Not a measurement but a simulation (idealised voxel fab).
The following process module bears the name voxel plated lines.
Shown is cross-section cut, with a width of 265 nm and square cells of size 5 nm.
In what follows, cross-sections appear as grids of square cells, described through bands that run from the top down, where every band is one or more rows of cells.
Top height, bottom height, nm. Materials left to right, width each, nm. Single material + "full width" = fills band edge to edge. "blank" = empty.
For the purposes of this specification, 0 denotes the height below which the wafer in its as-received condition is composed wholly of one material, and the lowermost band, lacking a lower limit, extends downward without end, as expressed in "from 0 down".
It should be noted that a width expressed as "30 to 40" varies in equal increments from row to row of cells within the band, taking the value of the first number at the top row and that of the second number at the bottom row.
No cell of the cross-section changed in a step that is given as "nothing altered".
The entry titled "Voids, enclosed" provides the empty spaces that have no open way to the top, restricted to those of 8 cells or more. Each is presented as width x height at distance, the distance being measured from the left edge, with all three in nm.
It should be noted that, on the line of a given step, the content following the step's settings is a remark produced by the simulator itself with respect to that step.
The setting "overlay nm" may be written on the line of a step. When the step uses a mask, the value reports how far to the right of the planned place the mask lay, and a negative value reports that it lay to the left.
-- Listed below are the process steps as planned
| 1 | RECEIVE: material Si |
| 2 | CONFORMAL_DEP: material Al2O3, thk nm 10 |
| 3 | DIRECTIONAL_DEP: material TiN, thk nm 5 |
| 4 | PATTERN: tone open, mask id LINES, material resist, width nm 25, pitch nm 45, thk nm 20, overlay nm 0 |
| 5 | EPI: material Ru, thk nm 5 |
| 6 | STRIP: etch materials resist |
| 7 | DIRECTIONAL_ETCH: etch materials TiN, depth nm 5 |
| 8 | CONFORMAL_DEP: material SiCN, thk nm 10 |
-- Wafer as received: cross-section following step 1
	from 0 down | Si full width
	Voids, enclosed: none
-- Wafer cross-section at module end: first of two, run to plan
	from 30 to 20 | blank 85 / SiCN 90 / blank 90
	from 20 to 15 | SiCN 95 / Ru 25 / SiCN 20 / Ru 25 / SiCN 100
	from 15 to 10 | SiCN 95 / TiN 25 / SiCN 20 / TiN 25 / SiCN 100
	from 10 to 0 | Al2O3 full width
	from 0 down | Si full width
	Voids, enclosed: none
-- Wafer two (of two), end-of-module cross-section: start = wafer one, plan = wafer one, one run mistake
	from 30 to 20 | blank 85 / Al2O3 90 / blank 90
	from 20 to 15 | Al2O3 95 / Ru 25 / Al2O3 20 / Ru 25 / Al2O3 100
	from 15 to 10 | Al2O3 95 / TiN 25 / Al2O3 20 / TiN 25 / Al2O3 100
	from 10 to 0 | Al2O3 full width
	from 0 down | Si full width
	Voids, enclosed: none
The plan and the run diverged here: step 8 was not run as planned; what actually ran was CONFORMAL_DEP: material Al2O3, thk nm 10
Materials where the second wafer ends with more or fewer cells than the first: Al2O3: 122 more, SiCN: 122 fewer
